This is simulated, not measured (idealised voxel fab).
process module | voxel self aligned vias
Cross-sectional view cut (width: 270 nm; square cell size: 5 nm).
In this document a cross-section is written as a grid of square cells. It is given as a series of bands, listed from the top down, and a band is one or more rows of cells.
In this notation a band is specified by the heights of its top and bottom, in that order and in nm, after which its materials appear from left to right, each paired with its width in nm. The word "throughout" attached to a single material means that material fills the band from edge to edge; the word "blank" stands for empty space.
Zero point of the height axis is 0; under it, received wafer = one material. Lowest band: continues down indefinitely, "top 0, no bottom".
Width "30->40": first value at the band's top row of cells, second value at its bottom row, equal change from row to row.
What does "stayed the same" mean for a step? It means no cell of the cross-section changed in that step.
In "Internal closed voids" the enclosed voids are listed, meaning empty spaces of 8 cells or larger without any opening to the top. The form is width x height at distance, distance from the left edge, units nm.
Step line, after settings: the simulator's comment on this step.
You can add "overlay nm" to a step's line. For a step with a mask, it describes how far the mask lay to the right of its planned position, and a negative number describes a lay to the left.
## plan
1: RECEIVE: material Si
2: CONFORMAL_DEP: material SiO2, thk nm 15
3: CONFORMAL_DEP: material SiCN, thk nm 5
4: DIRECTIONAL_DEP: material lowk, thk nm 30
5: DIRECTIONAL_DEP: material aC, thk nm 10
6: PATTERN: tone open, mask id LINES, material resist, width nm 20, pitch nm 50, thk nm 30, overlay nm 0
7: DIRECTIONAL_ETCH: etch materials aC, depth nm 10
8: STRIP: etch materials resist
9: DIRECTIONAL_ETCH: etch materials lowk, depth nm 30
10: STRIP: etch materials aC
11: CONFORMAL_DEP: material TiN, thk nm 5
12: FILL_DEP: material Ru, thk nm 10
13: CMP: height nm 50
14: SELECTIVE_ETCH: etch materials W Ru TiN, depth nm 10
15: FILL_DEP: material SiN, thk nm 5
16: CMP: height nm 50
17: DIRECTIONAL_DEP: material lowk, thk nm 20
18: DIRECTIONAL_DEP: material aC, thk nm 15
19: PATTERN: tone open, mask id VIAS, material resist, width nm 30, pitch nm 50, thk nm 35, overlay nm 0
20: DIRECTIONAL_ETCH: etch materials aC, depth nm 15
21: STRIP: etch materials resist
22: DIRECTIONAL_ETCH: etch materials lowk, depth nm 20
23: DIRECTIONAL_ETCH: etch materials SiN, depth nm 10
24: STRIP: etch materials aC
25: CONFORMAL_DEP: material TiN, thk nm 5
26: FILL_DEP: material W, thk nm 10
27: CMP: height nm 70
28: CONFORMAL_DEP: material SiN, thk nm 5
## first wafer, as planned
## Received-state cross-section, reflecting completion of step 1
	top 0, no bottom | Si throughout
	Internal closed voids: none
## Wafer xsec, post step 2
	top 15, bottom 0 | SiO2 throughout
	No changes below 0.
## Wafer xsec, post step 3
	top 20, bottom 15 | SiCN throughout
	No changes below 15.
## Wafer xsec, post step 4
	top 50, bottom 20 | lowk throughout
	No changes below 20.
## Wafer xsec, post step 5
	top 60, bottom 50 | aC throughout
	No changes below 50.
## Wafer xsec, post step 6
	top 90, bottom 60 | resist 100 nm; blank 20 nm; resist 30 nm; blank 20 nm; resist 100 nm
	No changes below 60.
## Wafer xsec, post step 7
	top 80, bottom 60 | resist 100 nm; blank 20 nm; resist 30 nm; blank 20 nm; resist 100 nm
	top 60, bottom 50 | aC 100 nm; blank 20 nm; aC 30 nm; blank 20 nm; aC 100 nm
	No changes below 50.
## Wafer xsec, post step 8
	top 60, bottom 50 | aC 100 nm; blank 20 nm; aC 30 nm; blank 20 nm; aC 100 nm
	No changes below 50.
## Wafer xsec, post step 9
	top 60, bottom 50 | aC 100 nm; blank 20 nm; aC 30 nm; blank 20 nm; aC 100 nm
	top 50, bottom 20 | lowk 100 nm; blank 20 nm; lowk 30 nm; blank 20 nm; lowk 100 nm
	No changes below 20.
## Wafer xsec, post step 10
	top 50, bottom 20 | lowk 100 nm; blank 20 nm; lowk 30 nm; blank 20 nm; lowk 100 nm
	No changes below 20.
## Wafer xsec, post step 11
	top 55, bottom 50 | TiN 105 nm; blank 10 nm; TiN 40 nm; blank 10 nm; TiN 105 nm
	top 50, bottom 25 | lowk 100 nm; TiN 5 nm; blank 10 nm; TiN 5 nm; lowk 30 nm; TiN 5 nm; blank 10 nm; TiN 5 nm; lowk 100 nm
	top 25, bottom 20 | lowk 100 nm; TiN 20 nm; lowk 30 nm; TiN 20 nm; lowk 100 nm
	No changes below 20.
## Wafer xsec, post step 12
	top 65, bottom 55 | Ru throughout
	top 55, bottom 50 | TiN 105 nm; Ru 10 nm; TiN 40 nm; Ru 10 nm; TiN 105 nm
	top 50, bottom 25 | lowk 100 nm; TiN 5 nm; Ru 10 nm; TiN 5 nm; lowk 30 nm; TiN 5 nm; Ru 10 nm; TiN 5 nm; lowk 100 nm
	No changes below 25.
## Wafer xsec, post step 13
	top 50, bottom 25 | lowk 100 nm; TiN 5 nm; Ru 10 nm; TiN 5 nm; lowk 30 nm; TiN 5 nm; Ru 10 nm; TiN 5 nm; lowk 100 nm
	No changes below 25.
## Wafer xsec, post step 14
	top 50, bottom 40 | lowk 100 nm; blank 20 nm; lowk 30 nm; blank 20 nm; lowk 100 nm
	No changes below 40.
## Wafer xsec, post step 15
	top 55, bottom 50 | SiN throughout
	top 50, bottom 40 | lowk 100 nm; SiN 20 nm; lowk 30 nm; SiN 20 nm; lowk 100 nm
	No changes below 40.
## Wafer xsec, post step 16
	top 50, bottom 40 | lowk 100 nm; SiN 20 nm; lowk 30 nm; SiN 20 nm; lowk 100 nm
	No changes below 40.
## Wafer xsec, post step 17
	top 70, bottom 50 | lowk throughout
	No changes below 50.
## Wafer xsec, post step 18
	top 85, bottom 70 | aC throughout
	No changes below 70.
## Wafer xsec, post step 19
	top 120, bottom 85 | resist 95 nm; blank 30 nm; resist 20 nm; blank 30 nm; resist 95 nm
	No changes below 85.
## Wafer xsec, post step 20
	top 105, bottom 85 | resist 95 nm; blank 30 nm; resist 20 nm; blank 30 nm; resist 95 nm
	top 85, bottom 70 | aC 95 nm; blank 30 nm; aC 20 nm; blank 30 nm; aC 95 nm
	No changes below 70.
## Wafer xsec, post step 21
	top 85, bottom 70 | aC 95 nm; blank 30 nm; aC 20 nm; blank 30 nm; aC 95 nm
	No changes below 70.
## Wafer xsec, post step 22
	top 85, bottom 70 | aC 95 nm; blank 30 nm; aC 20 nm; blank 30 nm; aC 95 nm
	top 70, bottom 50 | lowk 95 nm; blank 30 nm; lowk 20 nm; blank 30 nm; lowk 95 nm
	No changes below 50.
## Wafer xsec, post step 23
	top 85, bottom 70 | aC 95 nm; blank 30 nm; aC 20 nm; blank 30 nm; aC 95 nm
	top 70, bottom 50 | lowk 95 nm; blank 30 nm; lowk 20 nm; blank 30 nm; lowk 95 nm
	top 50, bottom 40 | lowk 100 nm; blank 20 nm; lowk 30 nm; blank 20 nm; lowk 100 nm
	No changes below 40.
## Wafer xsec, post step 24
	top 70, bottom 50 | lowk 95 nm; blank 30 nm; lowk 20 nm; blank 30 nm; lowk 95 nm
	No changes below 50.
## Wafer xsec, post step 25
	top 75, bottom 70 | TiN 100 nm; blank 20 nm; TiN 30 nm; blank 20 nm; TiN 100 nm
	top 70, bottom 55 | lowk 95 nm; TiN 5 nm; blank 20 nm; TiN 5 nm; lowk 20 nm; TiN 5 nm; blank 20 nm; TiN 5 nm; lowk 95 nm
	top 55, bottom 45 | lowk 95->100 nm; TiN 10->5 nm; blank 10 nm; TiN 10->5 nm; lowk 20->30 nm; TiN 10->5 nm; blank 10 nm; TiN 10->5 nm; lowk 95->100 nm
	top 45, bottom 40 | lowk 100 nm; TiN 20 nm; lowk 30 nm; TiN 20 nm; lowk 100 nm
	No changes below 40.
## Wafer xsec, post step 26
	top 85, bottom 75 | W throughout
	top 75, bottom 70 | TiN 100 nm; W 20 nm; TiN 30 nm; W 20 nm; TiN 100 nm
	top 70, bottom 55 | lowk 95 nm; TiN 5 nm; W 20 nm; TiN 5 nm; lowk 20 nm; TiN 5 nm; W 20 nm; TiN 5 nm; lowk 95 nm
	top 55, bottom 45 | lowk 95->100 nm; TiN 10->5 nm; W 10 nm; TiN 10->5 nm; lowk 20->30 nm; TiN 10->5 nm; W 10 nm; TiN 10->5 nm; lowk 95->100 nm
	No changes below 45.
## Wafer xsec, post step 27
	top 70, bottom 55 | lowk 95 nm; TiN 5 nm; W 20 nm; TiN 5 nm; lowk 20 nm; TiN 5 nm; W 20 nm; TiN 5 nm; lowk 95 nm
	No changes below 55.
## Wafer xsec, post step 28
	top 75, bottom 70 | SiN throughout
	No changes below 70.
## The Second Wafer: Common Origin and Plan, One Mistake in Execution, Identical to the First Through Step 5
## Cross-section of the second wafer corresponding to the planned conclusion of step 6
	top 90, bottom 60 | resist 105 nm; blank 20 nm; resist 30 nm; blank 20 nm; resist 95 nm
	No changes below 60.
## Cross-section of the second wafer corresponding to the planned conclusion of step 7
	top 80, bottom 60 | resist 105 nm; blank 20 nm; resist 30 nm; blank 20 nm; resist 95 nm
	top 60, bottom 50 | aC 105 nm; blank 20 nm; aC 30 nm; blank 20 nm; aC 95 nm
	No changes below 50.
## Cross-section of the second wafer corresponding to the planned conclusion of step 8
	top 60, bottom 50 | aC 105 nm; blank 20 nm; aC 30 nm; blank 20 nm; aC 95 nm
	No changes below 50.
## Cross-section of the second wafer corresponding to the planned conclusion of step 9
	top 60, bottom 50 | aC 105 nm; blank 20 nm; aC 30 nm; blank 20 nm; aC 95 nm
	top 50, bottom 20 | lowk 105 nm; blank 20 nm; lowk 30 nm; blank 20 nm; lowk 95 nm
	No changes below 20.
## Cross-section of the second wafer corresponding to the planned conclusion of step 10
	top 50, bottom 20 | lowk 105 nm; blank 20 nm; lowk 30 nm; blank 20 nm; lowk 95 nm
	No changes below 20.
## Cross-section of the second wafer corresponding to the planned conclusion of step 11
	top 55, bottom 50 | TiN 110 nm; blank 10 nm; TiN 40 nm; blank 10 nm; TiN 100 nm
	top 50, bottom 25 | lowk 105 nm; TiN 5 nm; blank 10 nm; TiN 5 nm; lowk 30 nm; TiN 5 nm; blank 10 nm; TiN 5 nm; lowk 95 nm
	top 25, bottom 20 | lowk 105 nm; TiN 20 nm; lowk 30 nm; TiN 20 nm; lowk 95 nm
	No changes below 20.
## Cross-section of the second wafer corresponding to the planned conclusion of step 12
	top 65, bottom 55 | Ru throughout
	top 55, bottom 50 | TiN 110 nm; Ru 10 nm; TiN 40 nm; Ru 10 nm; TiN 100 nm
	top 50, bottom 25 | lowk 105 nm; TiN 5 nm; Ru 10 nm; TiN 5 nm; lowk 30 nm; TiN 5 nm; Ru 10 nm; TiN 5 nm; lowk 95 nm
	No changes below 25.
## Cross-section of the second wafer corresponding to the planned conclusion of step 13
	top 50, bottom 25 | lowk 105 nm; TiN 5 nm; Ru 10 nm; TiN 5 nm; lowk 30 nm; TiN 5 nm; Ru 10 nm; TiN 5 nm; lowk 95 nm
	No changes below 25.
## Cross-section of the second wafer corresponding to the planned conclusion of step 14
	top 50, bottom 40 | lowk 105 nm; blank 20 nm; lowk 30 nm; blank 20 nm; lowk 95 nm
	No changes below 40.
## Cross-section of the second wafer corresponding to the planned conclusion of step 15
	top 55, bottom 50 | SiN throughout
	top 50, bottom 40 | lowk 105 nm; SiN 20 nm; lowk 30 nm; SiN 20 nm; lowk 95 nm
	No changes below 40.
## Cross-section of the second wafer corresponding to the planned conclusion of step 16
	top 50, bottom 40 | lowk 105 nm; SiN 20 nm; lowk 30 nm; SiN 20 nm; lowk 95 nm
	No changes below 40.
## Cross-section of the second wafer corresponding to the planned conclusion of step 17
	top 70, bottom 50 | lowk throughout
	No changes below 50.
## Cross-section of the second wafer corresponding to the planned conclusion of step 18
	top 85, bottom 70 | aC throughout
	No changes below 70.
## Cross-section of the second wafer corresponding to the planned conclusion of step 19
	top 120, bottom 85 | resist 95 nm; blank 30 nm; resist 20 nm; blank 30 nm; resist 95 nm
	No changes below 85.
## Cross-section of the second wafer corresponding to the planned conclusion of step 20
	top 105, bottom 85 | resist 95 nm; blank 30 nm; resist 20 nm; blank 30 nm; resist 95 nm
	top 85, bottom 70 | aC 95 nm; blank 30 nm; aC 20 nm; blank 30 nm; aC 95 nm
	No changes below 70.
## Cross-section of the second wafer corresponding to the planned conclusion of step 21
	top 85, bottom 70 | aC 95 nm; blank 30 nm; aC 20 nm; blank 30 nm; aC 95 nm
	No changes below 70.
## Cross-section of the second wafer corresponding to the planned conclusion of step 22
	top 85, bottom 70 | aC 95 nm; blank 30 nm; aC 20 nm; blank 30 nm; aC 95 nm
	top 70, bottom 50 | lowk 95 nm; blank 30 nm; lowk 20 nm; blank 30 nm; lowk 95 nm
	No changes below 50.
## Cross-section of the second wafer corresponding to the planned conclusion of step 23
	top 85, bottom 70 | aC 95 nm; blank 30 nm; aC 20 nm; blank 30 nm; aC 95 nm
	top 70, bottom 50 | lowk 95 nm; blank 30 nm; lowk 20 nm; blank 30 nm; lowk 95 nm
	top 50, bottom 40 | lowk 105 nm; blank 20 nm; lowk 30 nm; blank 20 nm; lowk 95 nm
	No changes below 40.
## Cross-section of the second wafer corresponding to the planned conclusion of step 24
	top 70, bottom 50 | lowk 95 nm; blank 30 nm; lowk 20 nm; blank 30 nm; lowk 95 nm
	No changes below 50.
## Cross-section of the second wafer corresponding to the planned conclusion of step 25
	top 75, bottom 70 | TiN 100 nm; blank 20 nm; TiN 30 nm; blank 20 nm; TiN 100 nm
	top 70, bottom 55 | lowk 95 nm; TiN 5 nm; blank 20 nm; TiN 5 nm; lowk 20 nm; TiN 5 nm; blank 20 nm; TiN 5 nm; lowk 95 nm
	top 55, bottom 45 | lowk 95->105 nm; TiN 15->5 nm; blank 10 nm; TiN 5 nm; lowk 20->30 nm; TiN 15->5 nm; blank 10 nm; TiN 5 nm; lowk 95 nm
	top 45, bottom 40 | lowk 105 nm; TiN 20 nm; lowk 30 nm; TiN 20 nm; lowk 95 nm
	No changes below 40.
## Cross-section of the second wafer corresponding to the planned conclusion of step 26
	top 85, bottom 75 | W throughout
	top 75, bottom 70 | TiN 100 nm; W 20 nm; TiN 30 nm; W 20 nm; TiN 100 nm
	top 70, bottom 55 | lowk 95 nm; TiN 5 nm; W 20 nm; TiN 5 nm; lowk 20 nm; TiN 5 nm; W 20 nm; TiN 5 nm; lowk 95 nm
	top 55, bottom 45 | lowk 95->105 nm; TiN 15->5 nm; W 10 nm; TiN 5 nm; lowk 20->30 nm; TiN 15->5 nm; W 10 nm; TiN 5 nm; lowk 95 nm
	No changes below 45.
## Cross-section of the second wafer corresponding to the planned conclusion of step 27
	top 70, bottom 55 | lowk 95 nm; TiN 5 nm; W 20 nm; TiN 5 nm; lowk 20 nm; TiN 5 nm; W 20 nm; TiN 5 nm; lowk 95 nm
	No changes below 55.
## Cross-section of the second wafer corresponding to the planned conclusion of step 28
	top 75, bottom 70 | SiN throughout
	No changes below 70.
The mistake made against the process plan was this: contrary to plan, step 6 was performed as PATTERN: tone open, mask id LINES, material resist, width nm 20, pitch nm 50, thk nm 30, overlay nm 5
Tallied in cells, the final second wafer holds each material in the same quantity as the first, although not at the same places.
